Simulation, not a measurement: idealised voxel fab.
Presented below is a process module, voxel fin reveal.
Section cut is 215 nm wide and gridded with 5 nm square cells.
A cross-section is a grid of square cells, given in bands from the top down. A band is one or more rows of cells.
Read a band's entry like this: the first values are the height of its top and the height of its bottom in nm, and what follows is the sequence of materials from left to right, each with its width in nm. Note that "empty" is empty space, and that a single material marked "full width" reaches across the band from edge to edge.
For the purposes of this specification, 0 denotes the height below which the wafer in its as-received condition is composed wholly of one material, and the lowermost band, lacking a lower limit, extends downward without end, as expressed in "0..down".
Width spec "30..40" -> top row of cells at first value, bottom row at second value, equal per-row change in between.
A step reported as "identical to before" is a step in which no cell of the cross-section changed.
You'll see "Enclosed void entries" listing empty spaces that have no way open to the top, as long as they're 8 cells or more; the notation is width x height at distance, where the distance is from the left edge, and all of it is in nm.
What comes after the settings on a step's line is commentary from the simulator itself on that step.
The setting "overlay nm" may be written on the line of a step. When the step uses a mask, the value reports how far to the right of the planned place the mask lay, and a negative value reports that it lay to the left.
# Here's what the planned process steps look like
step 1: RECEIVE,material Si
step 2: CONFORMAL_DEP,material SiN,thk nm 5
step 3: MASKED_ETCH,tone cover,mask id FINS,width nm 15,pitch nm 40,etch materials SiN,depth nm 5,overlay nm 0
step 4: MASKED_ETCH,tone cover,mask id FINS,width nm 15,pitch nm 40,etch materials Si,depth nm 30,overlay nm 0
step 5: OXIDIZE,depth nm 5
step 6: FILL_DEP,material SiO2,thk nm 10
step 7: CMP,height nm 5
step 8: SELECTIVE_ETCH,etch materials SiO2,depth nm 25
step 9: STRIP,etch materials SiN
# Cross-section, incoming material, after step 1
0..down  Si full width
Enclosed void entries: none
# Cross-sectional result after module completion. Note: starting condition and plan are unchanged from above; one processing mistake was made
0..-5  55 Si, then 25 empty, then 15 Si, then 25 empty, then 15 Si, then 25 empty, then 55 Si
-5..down  Si full width
Enclosed void entries: none
Run error: step 3 ran with different settings than intended, the actual operation and settings being MASKED_ETCH,tone open,mask id FINS,width nm 15,pitch nm 40,etch materials SiN,depth nm 5,overlay nm 0
